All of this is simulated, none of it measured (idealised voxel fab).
Process module under the name voxel ribs on slabs
The cross-section on display is named cut; it measures 255 nm wide, and its cells are 5 nm squares.
A cross-section in this document is a grid of square cells, and it is written down as bands, the top band listed before the ones below it; a band is made up of one or more rows of cells. In this notation a band is specified by the heights of its top and bottom, in that order and in nm, after which its materials appear from left to right, each paired with its width in nm. The word "edge to edge" attached to a single material means that material fills the band from edge to edge; the word "blank" stands for empty space. Convention: height 0 is the level below which the wafer, as received, is all one material. The lowest band does not terminate at the bottom but continues downward, represented as "0..down". The notation "30 to 40" denotes a width that varies across the rows of cells in the band, beginning at the first number in the top row, finishing at the second number in the bottom row, and changing by an identical amount from each row to the next. No cell of the cross-section changed in a step that is given as "stayed the same". In the "Sealed void list" entry, you get each enclosed empty space of 8 cells or more, one with no open way to the top, written width x height at distance, distance from the left edge, in nm. What comes after the settings on a step's line is commentary from the simulator itself on that step. "overlay nm" on a masked step: distance the mask lay right of its planned place, negative for left.

Process steps (planned):
step 1: RECEIVE | material Si
step 2: DIRECTIONAL_DEP | material SiO2 | thk nm 30
step 3: DIRECTIONAL_DEP | material polySi | thk nm 25
step 4: MASKED_ETCH | tone cover | mask id RIB | width nm 25 | etch materials polySi | depth nm 15 | overlay nm 0
step 5: MASKED_ETCH | tone cover | mask id SLAB | width nm 75 | etch materials polySi | depth nm 10 | overlay nm 0
step 6: FILL_DEP | material SiO2 | thk nm 15
step 7: CMP | height nm 65
step 8: DIRECTIONAL_DEP | material TiN | thk nm 10
step 9: PATTERN | tone cover | mask id HEATER | material resist | width nm 35 | thk nm 15 | overlay nm 0
step 10: DIRECTIONAL_ETCH | etch materials TiN | depth nm 10
step 11: STRIP | etch materials resist
step 12: CONFORMAL_DEP | material SiO2 | thk nm 5

Received-state cross-section, reflecting completion of step 1:
- 0..down  Si edge to edge
- Sealed void list: none

Same starting wafer, same plan as above, one mistake in the execution; this is the cross-section at the end of the module:
- 80..75  105 nm blank, 45 nm SiO2, 105 nm blank
- 75..70  105 nm blank, 5 nm SiO2, 35 nm TiN, 5 nm SiO2, 105 nm blank
- 70..65  110 nm SiO2, 35 nm TiN, 110 nm SiO2
- 65..55  SiO2 edge to edge
- 55..40  115 nm SiO2, 25 nm polySi, 115 nm SiO2
- 40..30  80 nm SiO2, 75 nm polySi, 100 nm SiO2
- 30..0  SiO2 edge to edge
- 0..down  Si edge to edge
- Sealed void list: none
Against the plan, the run slipped here: off-plan run, step 5, actual operation and settings MASKED_ETCH | tone cover | mask id SLAB | width nm 75 | etch materials polySi | depth nm 10 | overlay nm -10
